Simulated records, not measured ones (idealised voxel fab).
process module | voxel wiring stack
cross-section cut | 240 nm wide | cells 5 nm
A cross-section is a grid of square cells, given in bands from the top down. A band is one or more rows of cells.
Each band's line starts with the height of the band's top and of its bottom, in nm. Then come its materials from left to right, each with its width in nm. One material with "throughout" fills the band from edge to edge. "air" is empty space.
Height 0 is the level under which the wafer as received is all one material. The lowest band goes on downwards, as in "0 down".
A width such as "30 to 40" changes by the same amount from each row of cells to the next, from the band's top row to its bottom row.
"no change" after a step means that no cell of the cross-section changed.
closed voids: empty space of 8 cells or more with no open way to the top, each as width x height at its distance from the left edge, in nm
after a step's settings: what the simulator itself notes on the step
overlay nm, on a step with a mask: how far to the right of its planned place the mask lay; to the left if negative
plan
1 op RECEIVE | material Si
2 op CONFORMAL_DEP | material SiO2 | thk nm 10
3 op DIRECTIONAL_DEP | material TiN | thk nm 5
4 op DIRECTIONAL_DEP | material Ru | thk nm 15
5 op PATTERN | tone cover | mask id METAL_1 | material resist | width nm 20 | pitch nm 45 | thk nm 20 | overlay nm 0
6 op DIRECTIONAL_ETCH | etch materials Ru | depth nm 15
7 op DIRECTIONAL_ETCH | etch materials TiN | depth nm 5
8 op STRIP | etch materials resist
9 op FILL_DEP | material SiO2 | thk nm 10
10 op CMP | height nm 30
11 op CONFORMAL_DEP | material SiCN | thk nm 5
12 op DIRECTIONAL_DEP | material SiO2 | thk nm 25
13 op PATTERN | tone open | mask id METAL_2_HOLES | material resist | width nm 15 | pitch nm 45 | thk nm 20 | overlay nm 0
14 op DIRECTIONAL_ETCH | etch materials SiO2 | depth nm 25
15 op STRIP | etch materials resist
16 op DIRECTIONAL_DEP | material aC | thk nm 15
17 op PATTERN | tone open | mask id METAL_2 | material resist | width nm 20 | pitch nm 45 | thk nm 35 | overlay nm 0
18 op DIRECTIONAL_ETCH | etch materials aC | depth nm 15
19 op STRIP | etch materials resist
20 op DIRECTIONAL_ETCH | etch materials SiO2 | depth nm 15
21 op DIRECTIONAL_ETCH | etch materials SiCN | depth nm 5
22 op STRIP | etch materials aC
23 op CONFORMAL_DEP | material TiN | thk nm 5
24 op FILL_DEP | material Cu | thk nm 10
25 op CMP | height nm 60
26 op CONFORMAL_DEP | material SiCN | thk nm 5
27 op DIRECTIONAL_DEP | material SiO2 | thk nm 15
28 op DIRECTIONAL_DEP | material aC | thk nm 10
29 op PATTERN | tone open | mask id PLUG_2 | material resist | width nm 15 | pitch nm 90 | thk nm 25 | overlay nm 0
30 op DIRECTIONAL_ETCH | etch materials aC | depth nm 10
31 op STRIP | etch materials resist
32 op DIRECTIONAL_ETCH | etch materials SiO2 | depth nm 15
33 op DIRECTIONAL_ETCH | etch materials SiCN | depth nm 5
34 op STRIP | etch materials aC
35 op CONFORMAL_DEP | material TiN | thk nm 5
36 op FILL_DEP | material Ru | thk nm 10
37 op CMP | height nm 80
38 op CONFORMAL_DEP | material SiN | thk nm 5
39 op DIRECTIONAL_DEP | material SiO2 | thk nm 15
40 op PATTERN | tone open | mask id METAL_3 | material resist | width nm 20 | pitch nm 45 | thk nm 20 | overlay nm 0
41 op DIRECTIONAL_ETCH | etch materials SiO2 | depth nm 15
42 op DIRECTIONAL_ETCH | etch materials SiN | depth nm 5
43 op STRIP | etch materials resist
44 op CONFORMAL_DEP | material TiN | thk nm 5
45 op FILL_DEP | material Ru | thk nm 10
46 op CMP | height nm 100
47 op EPI | material Ru | thk nm 5
48 op FILL_DEP | material SiCN | thk nm 5
first wafer, as planned
as received, after step 1
  0 down: Si throughout
  closed voids: none
after step 2
  10 to 0: SiO2 throughout
  below 0: unchanged
after step 3
  15 to 10: TiN throughout
  below 10: unchanged
after step 4
  30 to 15: Ru throughout
  below 15: unchanged
after step 5
  50 to 30: air 40 | resist 20 | air 25 | resist 20 | air 25 | resist 20 | air 25 | resist 20 | air 45
  below 30: unchanged
after step 6
  50 to 30: air 40 | resist 20 | air 25 | resist 20 | air 25 | resist 20 | air 25 | resist 20 | air 45
  30 to 15: air 40 | Ru 20 | air 25 | Ru 20 | air 25 | Ru 20 | air 25 | Ru 20 | air 45
  below 15: unchanged
after step 7
  50 to 30: air 40 | resist 20 | air 25 | resist 20 | air 25 | resist 20 | air 25 | resist 20 | air 45
  30 to 15: air 40 | Ru 20 | air 25 | Ru 20 | air 25 | Ru 20 | air 25 | Ru 20 | air 45
  15 to 10: air 40 | TiN 20 | air 25 | TiN 20 | air 25 | TiN 20 | air 25 | TiN 20 | air 45
  below 10: unchanged
after step 8
  30 to 15: air 40 | Ru 20 | air 25 | Ru 20 | air 25 | Ru 20 | air 25 | Ru 20 | air 45
  below 15: unchanged
after step 9
  40 to 30: SiO2 throughout
  30 to 15: SiO2 40 | Ru 20 | SiO2 25 | Ru 20 | SiO2 25 | Ru 20 | SiO2 25 | Ru 20 | SiO2 45
  15 to 10: SiO2 40 | TiN 20 | SiO2 25 | TiN 20 | SiO2 25 | TiN 20 | SiO2 25 | TiN 20 | SiO2 45
  below 10: unchanged
after step 10
  30 to 15: SiO2 40 | Ru 20 | SiO2 25 | Ru 20 | SiO2 25 | Ru 20 | SiO2 25 | Ru 20 | SiO2 45
  below 15: unchanged
after step 11
  35 to 30: SiCN throughout
  below 30: unchanged
after step 12
  60 to 35: SiO2 throughout
  below 35: unchanged
after step 13
  80 to 60: resist 40 | air 15 | resist 30 | air 15 | resist 30 | air 15 | resist 30 | air 15 | resist 50
  below 60: unchanged
after step 14
  80 to 60: resist 40 | air 15 | resist 30 | air 15 | resist 30 | air 15 | resist 30 | air 15 | resist 50
  60 to 35: SiO2 40 | air 15 | SiO2 30 | air 15 | SiO2 30 | air 15 | SiO2 30 | air 15 | SiO2 50
  below 35: unchanged
after step 15
  60 to 35: SiO2 40 | air 15 | SiO2 30 | air 15 | SiO2 30 | air 15 | SiO2 30 | air 15 | SiO2 50
  below 35: unchanged
after step 16
  75 to 60: aC 40 | air 15 | aC 30 | air 15 | aC 30 | air 15 | aC 30 | air 15 | aC 50
  60 to 50: SiO2 40 | air 15 | SiO2 30 | air 15 | SiO2 30 | air 15 | SiO2 30 | air 15 | SiO2 50
  50 to 35: SiO2 40 | aC 15 | SiO2 30 | aC 15 | SiO2 30 | aC 15 | SiO2 30 | aC 15 | SiO2 50
  below 35: unchanged
after step 17
  110 to 75: resist 40 | air 20 | resist 25 | air 20 | resist 25 | air 20 | resist 25 | air 20 | resist 45
  below 75: unchanged
after step 18
  95 to 75: resist 40 | air 20 | resist 25 | air 20 | resist 25 | air 20 | resist 25 | air 20 | resist 45
  75 to 60: aC 40 | air 20 | aC 25 | air 20 | aC 25 | air 20 | aC 25 | air 20 | aC 45
  60 to 35: SiO2 40 | air 15 | SiO2 30 | air 15 | SiO2 30 | air 15 | SiO2 30 | air 15 | SiO2 50
  below 35: unchanged
after step 19
  75 to 60: aC 40 | air 20 | aC 25 | air 20 | aC 25 | air 20 | aC 25 | air 20 | aC 45
  below 60: unchanged
after step 20
  75 to 60: aC 40 | air 20 | aC 25 | air 20 | aC 25 | air 20 | aC 25 | air 20 | aC 45
  60 to 45: SiO2 40 | air 20 | SiO2 25 | air 20 | SiO2 25 | air 20 | SiO2 25 | air 20 | SiO2 45
  below 45: unchanged
after step 21
  75 to 60: aC 40 | air 20 | aC 25 | air 20 | aC 25 | air 20 | aC 25 | air 20 | aC 45
  60 to 45: SiO2 40 | air 20 | SiO2 25 | air 20 | SiO2 25 | air 20 | SiO2 25 | air 20 | SiO2 45
  45 to 35: SiO2 40 | air 15 | SiO2 30 | air 15 | SiO2 30 | air 15 | SiO2 30 | air 15 | SiO2 50
  35 to 30: SiCN 40 | air 15 | SiCN 30 | air 15 | SiCN 30 | air 15 | SiCN 30 | air 15 | SiCN 50
  below 30: unchanged
after step 22
  60 to 45: SiO2 40 | air 20 | SiO2 25 | air 20 | SiO2 25 | air 20 | SiO2 25 | air 20 | SiO2 45
  below 45: unchanged
after step 23
  65 to 60: TiN 45 | air 10 | TiN 35 | air 10 | TiN 35 | air 10 | TiN 35 | air 10 | TiN 50
  60 to 50: SiO2 40 | TiN 5 | air 10 | TiN 5 | SiO2 25 | TiN 5 | air 10 | TiN 5 | SiO2 25 | TiN 5 | air 10 | TiN 5 | SiO2 25 | TiN 5 | air 10 | TiN 5 | SiO2 45
  50 to 45: SiO2 40 | TiN 5 | air 5 | TiN 10 | SiO2 25 | TiN 5 | air 5 | TiN 10 | SiO2 25 | TiN 5 | air 5 | TiN 10 | SiO2 25 | TiN 5 | air 5 | TiN 10 | SiO2 45
  45 to 35: SiO2 40 | TiN 5 | air 5 | TiN 5 | SiO2 30 | TiN 5 | air 5 | TiN 5 | SiO2 30 | TiN 5 | air 5 | TiN 5 | SiO2 30 | TiN 5 | air 5 | TiN 5 | SiO2 50
  35 to 30: SiCN 40 | TiN 15 | SiCN 30 | TiN 15 | SiCN 30 | TiN 15 | SiCN 30 | TiN 15 | SiCN 50
  below 30: unchanged
after step 24
  75 to 65: Cu throughout
  65 to 60: TiN 45 | Cu 10 | TiN 35 | Cu 10 | TiN 35 | Cu 10 | TiN 35 | Cu 10 | TiN 50
  60 to 50: SiO2 40 | TiN 5 | Cu 10 | TiN 5 | SiO2 25 | TiN 5 | Cu 10 | TiN 5 | SiO2 25 | TiN 5 | Cu 10 | TiN 5 | SiO2 25 | TiN 5 | Cu 10 | TiN 5 | SiO2 45
  50 to 45: SiO2 40 | TiN 5 | Cu 5 | TiN 10 | SiO2 25 | TiN 5 | Cu 5 | TiN 10 | SiO2 25 | TiN 5 | Cu 5 | TiN 10 | SiO2 25 | TiN 5 | Cu 5 | TiN 10 | SiO2 45
  45 to 35: SiO2 40 | TiN 5 | Cu 5 | TiN 5 | SiO2 30 | TiN 5 | Cu 5 | TiN 5 | SiO2 30 | TiN 5 | Cu 5 | TiN 5 | SiO2 30 | TiN 5 | Cu 5 | TiN 5 | SiO2 50
  below 35: unchanged
after step 25
  60 to 50: SiO2 40 | TiN 5 | Cu 10 | TiN 5 | SiO2 25 | TiN 5 | Cu 10 | TiN 5 | SiO2 25 | TiN 5 | Cu 10 | TiN 5 | SiO2 25 | TiN 5 | Cu 10 | TiN 5 | SiO2 45
  below 50: unchanged
after step 26
  65 to 60: SiCN throughout
  below 60: unchanged
after step 27
  80 to 65: SiO2 throughout
  below 65: unchanged
after step 28
  90 to 80: aC throughout
  below 80: unchanged
after step 29
  115 to 90: resist 40 | air 15 | resist 75 | air 15 | resist 95
  below 90: unchanged
after step 30
  105 to 90: resist 40 | air 15 | resist 75 | air 15 | resist 95
  90 to 80: aC 40 | air 15 | aC 75 | air 15 | aC 95
  below 80: unchanged
after step 31
  90 to 80: aC 40 | air 15 | aC 75 | air 15 | aC 95
  below 80: unchanged
after step 32
  90 to 80: aC 40 | air 15 | aC 75 | air 15 | aC 95
  80 to 65: SiO2 40 | air 15 | SiO2 75 | air 15 | SiO2 95
  below 65: unchanged
after step 33
  90 to 80: aC 40 | air 15 | aC 75 | air 15 | aC 95
  80 to 65: SiO2 40 | air 15 | SiO2 75 | air 15 | SiO2 95
  65 to 60: SiCN 40 | air 15 | SiCN 75 | air 15 | SiCN 95
  below 60: unchanged
after step 34
  80 to 65: SiO2 40 | air 15 | SiO2 75 | air 15 | SiO2 95
  below 65: unchanged
after step 35
  85 to 80: TiN 45 | air 5 | TiN 85 | air 5 | TiN 100
  80 to 65: SiO2 40 | TiN 5 | air 5 | TiN 5 | SiO2 75 | TiN 5 | air 5 | TiN 5 | SiO2 95
  65 to 60: SiCN 40 | TiN 15 | SiCN 75 | TiN 15 | SiCN 95
  below 60: unchanged
after step 36
  95 to 85: Ru throughout
  85 to 80: TiN 45 | Ru 5 | TiN 85 | Ru 5 | TiN 100
  80 to 65: SiO2 40 | TiN 5 | Ru 5 | TiN 5 | SiO2 75 | TiN 5 | Ru 5 | TiN 5 | SiO2 95
  below 65: unchanged
after step 37
  80 to 65: SiO2 40 | TiN 5 | Ru 5 | TiN 5 | SiO2 75 | TiN 5 | Ru 5 | TiN 5 | SiO2 95
  below 65: unchanged
after step 38
  85 to 80: SiN throughout
  below 80: unchanged
after step 39
  100 to 85: SiO2 throughout
  below 85: unchanged
after step 40
  120 to 100: resist 40 | air 20 | resist 25 | air 20 | resist 25 | air 20 | resist 25 | air 20 | resist 45
  below 100: unchanged
after step 41
  120 to 100: resist 40 | air 20 | resist 25 | air 20 | resist 25 | air 20 | resist 25 | air 20 | resist 45
  100 to 85: SiO2 40 | air 20 | SiO2 25 | air 20 | SiO2 25 | air 20 | SiO2 25 | air 20 | SiO2 45
  below 85: unchanged
after step 42
  120 to 100: resist 40 | air 20 | resist 25 | air 20 | resist 25 | air 20 | resist 25 | air 20 | resist 45
  100 to 85: SiO2 40 | air 20 | SiO2 25 | air 20 | SiO2 25 | air 20 | SiO2 25 | air 20 | SiO2 45
  85 to 80: SiN 40 | air 20 | SiN 25 | air 20 | SiN 25 | air 20 | SiN 25 | air 20 | SiN 45
  below 80: unchanged
after step 43
  100 to 85: SiO2 40 | air 20 | SiO2 25 | air 20 | SiO2 25 | air 20 | SiO2 25 | air 20 | SiO2 45
  below 85: unchanged
after step 44
  105 to 100: TiN 45 | air 10 | TiN 35 | air 10 | TiN 35 | air 10 | TiN 35 | air 10 | TiN 50
  100 to 85: SiO2 40 | TiN 5 | air 10 | TiN 5 | SiO2 25 | TiN 5 | air 10 | TiN 5 | SiO2 25 | TiN 5 | air 10 | TiN 5 | SiO2 25 | TiN 5 | air 10 | TiN 5 | SiO2 45
  85 to 80: SiN 40 | TiN 20 | SiN 25 | TiN 20 | SiN 25 | TiN 20 | SiN 25 | TiN 20 | SiN 45
  below 80: unchanged
after step 45
  115 to 105: Ru throughout
  105 to 100: TiN 45 | Ru 10 | TiN 35 | Ru 10 | TiN 35 | Ru 10 | TiN 35 | Ru 10 | TiN 50
  100 to 85: SiO2 40 | TiN 5 | Ru 10 | TiN 5 | SiO2 25 | TiN 5 | Ru 10 | TiN 5 | SiO2 25 | TiN 5 | Ru 10 | TiN 5 | SiO2 25 | TiN 5 | Ru 10 | TiN 5 | SiO2 45
  below 85: unchanged
after step 46
  100 to 85: SiO2 40 | TiN 5 | Ru 10 | TiN 5 | SiO2 25 | TiN 5 | Ru 10 | TiN 5 | SiO2 25 | TiN 5 | Ru 10 | TiN 5 | SiO2 25 | TiN 5 | Ru 10 | TiN 5 | SiO2 45
  below 85: unchanged
after step 47
  105 to 100: air 35 | Ru 30 | air 15 | Ru 30 | air 15 | Ru 30 | air 15 | Ru 30 | air 40
  below 100: unchanged
after step 48
  110 to 105: SiCN throughout
  105 to 100: SiCN 35 | Ru 30 | SiCN 15 | Ru 30 | SiCN 15 | Ru 30 | SiCN 15 | Ru 30 | SiCN 40
  below 100: unchanged
second wafer: like start, like plan, one mistake. Through step 16 it matches the first wafer
when step 17 should have ended
  110 to 75: air 40 | resist 20 | air 25 | resist 20 | air 25 | resist 20 | air 25 | resist 20 | air 45
  75 to 60: aC 40 | resist 15 | aC 30 | resist 15 | aC 30 | resist 15 | aC 30 | resist 15 | aC 50
  60 to 50: SiO2 40 | resist 15 | SiO2 30 | resist 15 | SiO2 30 | resist 15 | SiO2 30 | resist 15 | SiO2 50
  below 50: unchanged
when step 18 should have ended
  95 to 75: air 40 | resist 20 | air 25 | resist 20 | air 25 | resist 20 | air 25 | resist 20 | air 45
  75 to 60: air 40 | resist 15 | aC 5 | air 25 | resist 15 | aC 5 | air 25 | resist 15 | aC 5 | air 25 | resist 15 | aC 5 | air 45
  below 60: unchanged
when step 19 should have ended
  75 to 60: air 55 | aC 5 | air 40 | aC 5 | air 40 | aC 5 | air 40 | aC 5 | air 45
  60 to 50: SiO2 40 | air 15 | SiO2 30 | air 15 | SiO2 30 | air 15 | SiO2 30 | air 15 | SiO2 50
  below 50: unchanged
when step 20 should have ended
  75 to 60: air 55 | aC 5 | air 40 | aC 5 | air 40 | aC 5 | air 40 | aC 5 | air 45
  60 to 50: air 55 | SiO2 5 | air 40 | SiO2 5 | air 40 | SiO2 5 | air 40 | SiO2 5 | air 45
  50 to 45: air 40 | aC 15 | SiO2 5 | air 25 | aC 15 | SiO2 5 | air 25 | aC 15 | SiO2 5 | air 25 | aC 15 | SiO2 5 | air 45
  below 45: unchanged
when step 21 should have ended: no change
when step 22 should have ended
  60 to 45: air 55 | SiO2 5 | air 40 | SiO2 5 | air 40 | SiO2 5 | air 40 | SiO2 5 | air 45
  45 to 35: SiO2 40 | air 15 | SiO2 30 | air 15 | SiO2 30 | air 15 | SiO2 30 | air 15 | SiO2 50
  below 35: unchanged
when step 23 should have ended
  65 to 60: air 50 | TiN 15 | air 30 | TiN 15 | air 30 | TiN 15 | air 30 | TiN 15 | air 40
  60 to 50: air 50 | TiN 5 | SiO2 5 | TiN 5 | air 30 | TiN 5 | SiO2 5 | TiN 5 | air 30 | TiN 5 | SiO2 5 | TiN 5 | air 30 | TiN 5 | SiO2 5 | TiN 5 | air 40
  50 to 45: TiN 45 | air 5 | TiN 5 | SiO2 5 | TiN 30 | air 5 | TiN 5 | SiO2 5 | TiN 30 | air 5 | TiN 5 | SiO2 5 | TiN 30 | air 5 | TiN 5 | SiO2 5 | TiN 45
  45 to 40: SiO2 40 | TiN 5 | air 5 | TiN 5 | SiO2 30 | TiN 5 | air 5 | TiN 5 | SiO2 30 | TiN 5 | air 5 | TiN 5 | SiO2 30 | TiN 5 | air 5 | TiN 5 | SiO2 50
  40 to 35: SiO2 40 | TiN 15 | SiO2 30 | TiN 15 | SiO2 30 | TiN 15 | SiO2 30 | TiN 15 | SiO2 50
  below 35: unchanged
when step 24 should have ended
  75 to 65: Cu throughout
  65 to 60: Cu 50 | TiN 15 | Cu 30 | TiN 15 | Cu 30 | TiN 15 | Cu 30 | TiN 15 | Cu 40
  60 to 50: Cu 50 | TiN 5 | SiO2 5 | TiN 5 | Cu 30 | TiN 5 | SiO2 5 | TiN 5 | Cu 30 | TiN 5 | SiO2 5 | TiN 5 | Cu 30 | TiN 5 | SiO2 5 | TiN 5 | Cu 40
  50 to 45: TiN 45 | Cu 5 | TiN 5 | SiO2 5 | TiN 30 | Cu 5 | TiN 5 | SiO2 5 | TiN 30 | Cu 5 | TiN 5 | SiO2 5 | TiN 30 | Cu 5 | TiN 5 | SiO2 5 | TiN 45
  45 to 40: SiO2 40 | TiN 5 | Cu 5 | TiN 5 | SiO2 30 | TiN 5 | Cu 5 | TiN 5 | SiO2 30 | TiN 5 | Cu 5 | TiN 5 | SiO2 30 | TiN 5 | Cu 5 | TiN 5 | SiO2 50
  below 40: unchanged
when step 25 should have ended
  60 to 50: Cu 50 | TiN 5 | SiO2 5 | TiN 5 | Cu 30 | TiN 5 | SiO2 5 | TiN 5 | Cu 30 | TiN 5 | SiO2 5 | TiN 5 | Cu 30 | TiN 5 | SiO2 5 | TiN 5 | Cu 40
  below 50: unchanged
when step 26 should have ended
  65 to 60: SiCN throughout
  below 60: unchanged
when step 27 should have ended
  80 to 65: SiO2 throughout
  below 65: unchanged
when step 28 should have ended
  90 to 80: aC throughout
  below 80: unchanged
when step 29 should have ended
  115 to 90: resist 40 | air 15 | resist 75 | air 15 | resist 95
  below 90: unchanged
when step 30 should have ended
  105 to 90: resist 40 | air 15 | resist 75 | air 15 | resist 95
  90 to 80: aC 40 | air 15 | aC 75 | air 15 | aC 95
  below 80: unchanged
when step 31 should have ended
  90 to 80: aC 40 | air 15 | aC 75 | air 15 | aC 95
  below 80: unchanged
when step 32 should have ended
  90 to 80: aC 40 | air 15 | aC 75 | air 15 | aC 95
  80 to 65: SiO2 40 | air 15 | SiO2 75 | air 15 | SiO2 95
  below 65: unchanged
when step 33 should have ended
  90 to 80: aC 40 | air 15 | aC 75 | air 15 | aC 95
  80 to 65: SiO2 40 | air 15 | SiO2 75 | air 15 | SiO2 95
  65 to 60: SiCN 40 | air 15 | SiCN 75 | air 15 | SiCN 95
  below 60: unchanged
when step 34 should have ended
  80 to 65: SiO2 40 | air 15 | SiO2 75 | air 15 | SiO2 95
  below 65: unchanged
when step 35 should have ended
  85 to 80: TiN 45 | air 5 | TiN 85 | air 5 | TiN 100
  80 to 65: SiO2 40 | TiN 5 | air 5 | TiN 5 | SiO2 75 | TiN 5 | air 5 | TiN 5 | SiO2 95
  65 to 60: SiCN 40 | TiN 15 | SiCN 75 | TiN 15 | SiCN 95
  below 60: unchanged
when step 36 should have ended
  95 to 85: Ru throughout
  85 to 80: TiN 45 | Ru 5 | TiN 85 | Ru 5 | TiN 100
  80 to 65: SiO2 40 | TiN 5 | Ru 5 | TiN 5 | SiO2 75 | TiN 5 | Ru 5 | TiN 5 | SiO2 95
  below 65: unchanged
when step 37 should have ended
  80 to 65: SiO2 40 | TiN 5 | Ru 5 | TiN 5 | SiO2 75 | TiN 5 | Ru 5 | TiN 5 | SiO2 95
  below 65: unchanged
when step 38 should have ended
  85 to 80: SiN throughout
  below 80: unchanged
when step 39 should have ended
  100 to 85: SiO2 throughout
  below 85: unchanged
when step 40 should have ended
  120 to 100: resist 40 | air 20 | resist 25 | air 20 | resist 25 | air 20 | resist 25 | air 20 | resist 45
  below 100: unchanged
when step 41 should have ended
  120 to 100: resist 40 | air 20 | resist 25 | air 20 | resist 25 | air 20 | resist 25 | air 20 | resist 45
  100 to 85: SiO2 40 | air 20 | SiO2 25 | air 20 | SiO2 25 | air 20 | SiO2 25 | air 20 | SiO2 45
  below 85: unchanged
when step 42 should have ended
  120 to 100: resist 40 | air 20 | resist 25 | air 20 | resist 25 | air 20 | resist 25 | air 20 | resist 45
  100 to 85: SiO2 40 | air 20 | SiO2 25 | air 20 | SiO2 25 | air 20 | SiO2 25 | air 20 | SiO2 45
  85 to 80: SiN 40 | air 20 | SiN 25 | air 20 | SiN 25 | air 20 | SiN 25 | air 20 | SiN 45
  below 80: unchanged
when step 43 should have ended
  100 to 85: SiO2 40 | air 20 | SiO2 25 | air 20 | SiO2 25 | air 20 | SiO2 25 | air 20 | SiO2 45
  below 85: unchanged
when step 44 should have ended
  105 to 100: TiN 45 | air 10 | TiN 35 | air 10 | TiN 35 | air 10 | TiN 35 | air 10 | TiN 50
  100 to 85: SiO2 40 | TiN 5 | air 10 | TiN 5 | SiO2 25 | TiN 5 | air 10 | TiN 5 | SiO2 25 | TiN 5 | air 10 | TiN 5 | SiO2 25 | TiN 5 | air 10 | TiN 5 | SiO2 45
  85 to 80: SiN 40 | TiN 20 | SiN 25 | TiN 20 | SiN 25 | TiN 20 | SiN 25 | TiN 20 | SiN 45
  below 80: unchanged
when step 45 should have ended
  115 to 105: Ru throughout
  105 to 100: TiN 45 | Ru 10 | TiN 35 | Ru 10 | TiN 35 | Ru 10 | TiN 35 | Ru 10 | TiN 50
  100 to 85: SiO2 40 | TiN 5 | Ru 10 | TiN 5 | SiO2 25 | TiN 5 | Ru 10 | TiN 5 | SiO2 25 | TiN 5 | Ru 10 | TiN 5 | SiO2 25 | TiN 5 | Ru 10 | TiN 5 | SiO2 45
  below 85: unchanged
when step 46 should have ended
  100 to 85: SiO2 40 | TiN 5 | Ru 10 | TiN 5 | SiO2 25 | TiN 5 | Ru 10 | TiN 5 | SiO2 25 | TiN 5 | Ru 10 | TiN 5 | SiO2 25 | TiN 5 | Ru 10 | TiN 5 | SiO2 45
  below 85: unchanged
when step 47 should have ended
  105 to 100: air 35 | Ru 30 | air 15 | Ru 30 | air 15 | Ru 30 | air 15 | Ru 30 | air 40
  below 100: unchanged
when step 48 should have ended
  110 to 105: SiCN throughout
  105 to 100: SiCN 35 | Ru 30 | SiCN 15 | Ru 30 | SiCN 15 | Ru 30 | SiCN 15 | Ru 30 | SiCN 40
  below 100: unchanged
what went wrong: step 17 ran as: op PATTERN | tone cover | mask id METAL_2 | material resist | width nm 20 | pitch nm 45 | thk nm 35 | overlay nm 0
at the end the second wafer has, in cells: 52 more of Cu | 12 more of SiCN | 84 fewer of SiO2 | 20 more of TiN
